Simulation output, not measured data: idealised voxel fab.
Process module under the name voxel ribs on slabs
Cross-sectional view cut (width: 200 nm; square cell size: 5 nm).
Throughout this document, each cross-section is represented as a grid of square cells and is presented as a sequence of bands enumerated from the top downward, where a band comprises one or more rows of cells. The entry gives the band's vertical extent as a top height and a bottom height in nm, then its horizontal make-up as materials from left to right, each with a width in nm. "air" stands for empty space; a single material marked "everywhere" fills the band edge to edge. Below 0: as-received wafer, all one material; heights counted from there. Lowest band: no bottom, goes on down, written "0 nm and below". A width such as "30 to 40" changes by the same amount from each row of cells to the next, from the band's top row to its bottom row. Where a step carries "no alterations made", the cross-section came out of it unchanged, cell for cell. The label "Sealed internal voids" introduces a list of the empty spaces, 8 cells or larger, that have no open way up to the top; each entry in it reads width x height at distance, where the distance is taken from the left edge and all three are stated in nm. What comes after the settings on a step's line is commentary from the simulator itself on that step. overlay nm: right-of-plan distance of the mask on a masked step; negative values mean left-of-plan.
## Set out below are the planned steps of the process
1,RECEIVE,material Si
2,DIRECTIONAL_DEP,material SiO2,thk nm 30
3,DIRECTIONAL_DEP,material polySi,thk nm 15
4,MASKED_ETCH,tone cover,mask id RIB,width nm 15,etch materials polySi,depth nm 10,overlay nm 0
5,PATTERN,tone cover,mask id SLAB,material resist,width nm 55,thk nm 15,overlay nm 0
6,DIRECTIONAL_ETCH,etch materials polySi,depth nm 5
7,STRIP,etch materials resist
8,FILL_DEP,material SiO2,thk nm 20
9,CMP,height nm 45
10,DIRECTIONAL_DEP,material W,thk nm 5
11,MASKED_ETCH,tone cover,mask id HEATER,width nm 25,etch materials W,depth nm 5,overlay nm 0
12,CONFORMAL_DEP,material SiN,thk nm 5
What sets these wafers apart? The height nm at step 9. They all start alike, and the plan carries the first wafer's value.
## As-received cross-section, first of several wafers, post step 1
* 0 nm and below | Si everywhere
* Sealed internal voids: none
## Rows = wafers. At module end, each row lists per material the cells gained (+) or lost (-) since the wafer was received, then the closed voids
height nm 45; +42 SiN; +343 SiO2; +5 W; +17 polySi; Sealed internal voids: none
height nm 50; +42 SiN; +383 SiO2; +5 W; +17 polySi; Sealed internal voids: none
height nm 55; +42 SiN; +423 SiO2; +5 W; +17 polySi; Sealed internal voids: none
height nm 60; +42 SiN; +463 SiO2; +5 W; +17 polySi; Sealed internal voids: none
height nm 65; +42 SiN; +503 SiO2; +5 W; +17 polySi; Sealed internal voids: none
